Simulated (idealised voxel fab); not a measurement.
process module | voxel self aligned vias
cross-section cut | 280 nm wide | cells 5 nm
A cross-section is a grid of square cells, given in bands from the top down. A band is one or more rows of cells.
Each band's line starts with the height of the band's top and of its bottom, in nm. Then come its materials from left to right, each with its width in nm. One material with "throughout" fills the band from edge to edge. "air" is empty space.
Height 0 is the level under which the wafer as received is all one material. The lowest band goes on downwards, as in "0 down".
A width such as "30 to 40" changes by the same amount from each row of cells to the next, from the band's top row to its bottom row.
"no change" after a step means that no cell of the cross-section changed.
closed voids: empty space of 8 cells or more with no open way to the top, each as width x height at its distance from the left edge, in nm
after a step's settings: what the simulator itself notes on the step
overlay nm, on a step with a mask: how far to the right of its planned place the mask lay; to the left if negative
plan
1 op RECEIVE | material Si
2 op CONFORMAL_DEP | material SiO2 | thk nm 10
3 op CONFORMAL_DEP | material SiCN | thk nm 5
4 op DIRECTIONAL_DEP | material lowk | thk nm 20
5 op DIRECTIONAL_DEP | material aC | thk nm 10
6 op PATTERN | tone open | mask id LINES | material resist | width nm 30 | pitch nm 65 | thk nm 30 | overlay nm 0
7 op DIRECTIONAL_ETCH | etch materials aC | depth nm 10
8 op STRIP | etch materials resist
9 op DIRECTIONAL_ETCH | etch materials lowk | depth nm 20
10 op STRIP | etch materials aC
11 op CONFORMAL_DEP | material TiN | thk nm 5
12 op FILL_DEP | material W | thk nm 10
13 op CMP | height nm 35
14 op SELECTIVE_ETCH | etch materials W Ru TiN | depth nm 5
15 op FILL_DEP | material SiN | thk nm 5
16 op CMP | height nm 35
17 op DIRECTIONAL_DEP | material lowk | thk nm 20
18 op PATTERN | tone open | mask id VIAS | material resist | width nm 40 | thk nm 20 | overlay nm 0
19 op DIRECTIONAL_ETCH | etch materials lowk | depth nm 20
20 op DIRECTIONAL_ETCH | etch materials SiN | depth nm 5
21 op STRIP | etch materials resist
22 op CONFORMAL_DEP | material TiN | thk nm 5
23 op FILL_DEP | material Cu | thk nm 5
24 op CMP | height nm 55
25 op CONFORMAL_DEP | material SiN | thk nm 5
as received, after step 1
  0 down: Si throughout
  closed voids: none
first wafer at the end, as planned
  60 to 55: SiN throughout
  55 to 40: lowk 85 | TiN 5 | Cu 30 | TiN 5 | lowk 155
  40 to 35: lowk 85 | TiN 10 | Cu 20 | TiN 10 | lowk 155
  35 to 30: lowk 90 | TiN 30 | lowk 35 | SiN 30 | lowk 95
  30 to 20: lowk 90 | TiN 5 | W 20 | TiN 5 | lowk 35 | TiN 5 | W 20 | TiN 5 | lowk 95
  20 to 15: lowk 90 | TiN 30 | lowk 35 | TiN 30 | lowk 95
  15 to 10: SiCN throughout
  10 to 0: SiO2 throughout
  0 down: Si throughout
  closed voids: none
second wafer at the end: like start, like plan, one mistake
  60 to 55: SiN throughout
  55 to 35: lowk 85 | TiN 5 | Cu 30 | TiN 5 | lowk 155
  35 to 30: lowk 85 | TiN 40 | lowk 30 | SiN 30 | lowk 95
  30 to 20: lowk 85 | TiN 10 | W 20 | TiN 10 | lowk 30 | TiN 5 | W 20 | TiN 5 | lowk 95
  20 to 15: lowk 85 | TiN 40 | lowk 30 | TiN 30 | lowk 95
  15 to 10: SiCN throughout
  10 to 0: SiO2 throughout
  0 down: Si throughout
  closed voids: none
what went wrong: step 19 was run twice
at the end the second wafer has, in cells: 2 more of Cu | 6 more of TiN | 8 fewer of lowk
